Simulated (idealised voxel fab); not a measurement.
voxel released beams: a process module
For reference, the cross-section in this document is cut, with width 250 nm and square cells of 5 nm.
Format of a cross-section: grid, square cells. Given as bands. Order: top down. Band: one or more rows of cells.
Within each band entry, the heights of the top and of the bottom of the band appear first, in that order and in nm; the materials of the band then follow from left to right, each with its corresponding width in nm. The designation "full width" on a single material indicates that it fills the band from edge to edge; the designation "air" indicates empty space.
Height reference: 0 = level under which incoming wafer is all one material. Lowest band: no bottom, runs on downward, e.g. "from 0 down".
The expression "30->40" gives the width at the extremes of the band, the first number at its top row of cells and the second at its bottom row, with the width changing by equal amounts from each row to the next in between.
It should be understood that the words "remained unchanged", when stated for a given step, signify that the cross-section underwent no change in any of its cells during that step.
Each empty space that has no open way to the top and spans at least 8 cells appears under "Closed void entries" as width x height at distance, the distance counted from the left edge, all in nm.
On each step's line, the part that comes after the settings is the simulator's own comment on the step.
overlay nm: step with mask; distance mask lay right of planned place; negative value = left of planned place.
**The process steps that were planned are listed below**
1 RECEIVE | material Si
2 CONFORMAL_DEP | material SiN | thk nm 5
3 DIRECTIONAL_DEP | material SiO2 | thk nm 20
4 MASKED_ETCH | tone open | mask id ANCHOR | width nm 35 | etch materials SiO2 | depth nm 20 | overlay nm 0
5 CONFORMAL_DEP | material polySi | thk nm 10
6 MASKED_ETCH | tone cover | mask id BEAM | width nm 85 | etch materials polySi | depth nm 10 | overlay nm 0
7 STRIP | etch materials SiO2
**The cross-section here shows the wafer as received, i.e. in its state after step 1**
* from 0 down  Si full width
* Closed void entries: none
**Final wafer profile in cross-section after the module, from the same start and plan as above, with one mistake made during processing**
* from 35 to 25  air 80, then polySi 85, then air 85
* from 25 to 20  SiN full width
* from 20 to 0  SiO2 full width
* from 0 down  Si full width
* Closed void entries: none
Run error: step 2 ran in the slot meant for step 3, and vice versa
